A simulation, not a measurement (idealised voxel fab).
The following is a process module called voxel trench capacitor.
We display cut, a cross-section 235 nm in width whose square cells are each 5 nm.
Format of a cross-section: grid, square cells. Given as bands. Order: top down. Band: one or more rows of cells. First you get the band's top height and its bottom height, in nm, and then the materials it's made of, left to right, with each width in nm. If you see a single material with "everywhere", that one covers the band edge to edge. "blank" is empty space. The level at which height equals 0 is the one under which the wafer, as it arrives, is entirely one material. No lower edge exists for the bottom band, which continues downward and is notated as in "from 0 down". Think of "30->40" as a width that walks from the first number to the second as you go down the band, top row to bottom row, taking equal-sized steps from row to row. The cross-section has no changed cell in any step marked "changes: none". The entry "Listed closed voids" lists the empty spaces that cover at least 8 cells and have no open path to the top. Each is written as width x height at distance, where the distance is measured from the left edge and all three values are in nm. after a step's settings: what the simulator itself notes on the step. Each step line may optionally specify "overlay nm", which for a step with a mask gives the rightward distance between the mask's planned place and where it lay, a negative value indicating the leftward direction.
**These are the steps we planned for the process**
1: op RECEIVE | material Si
2: op CONFORMAL_DEP | material SiN | thk nm 5
3: op MASKED_ETCH | tone open | mask id TRENCH | width nm 25 | pitch nm 55 | etch materials SiN | depth nm 5 | overlay nm 0
4: op MASKED_ETCH | tone open | mask id TRENCH | width nm 25 | pitch nm 55 | etch materials Si | depth nm 40 | overlay nm -15
5: op CONFORMAL_DEP | material Al2O3 | thk nm 5
6: op FILL_DEP | material polySi | thk nm 10
7: op CMP | height nm 5
The plan's step 4 overlay nm is the first wafer's value; the wafers differ in this setting and start identical.
**This is how the first of several wafers looked in cross-section when it arrived, which is after step 1**
	from 0 down  Si everywhere
	Listed closed voids: none
**Wafer rows, end of module: cells per material gained (+) or lost (-) since receipt; closed voids last**
overlay nm -15; +63 Al2O3; -48 Si; +32 SiN; Listed closed voids: none
overlay nm -10; +63 Al2O3; -72 Si; +32 SiN; +24 polySi; Listed closed voids: none
overlay nm -5; +63 Al2O3; -96 Si; +32 SiN; +48 polySi; Listed closed voids: none
overlay nm 0; +63 Al2O3; -120 Si; +32 SiN; +72 polySi; Listed closed voids: none
overlay nm 5; +63 Al2O3; -96 Si; +32 SiN; +48 polySi; Listed closed voids: none
overlay nm 10; +63 Al2O3; -72 Si; +32 SiN; +24 polySi; Listed closed voids: none
overlay nm 15; +63 Al2O3; -48 Si; +32 SiN; Listed closed voids: none
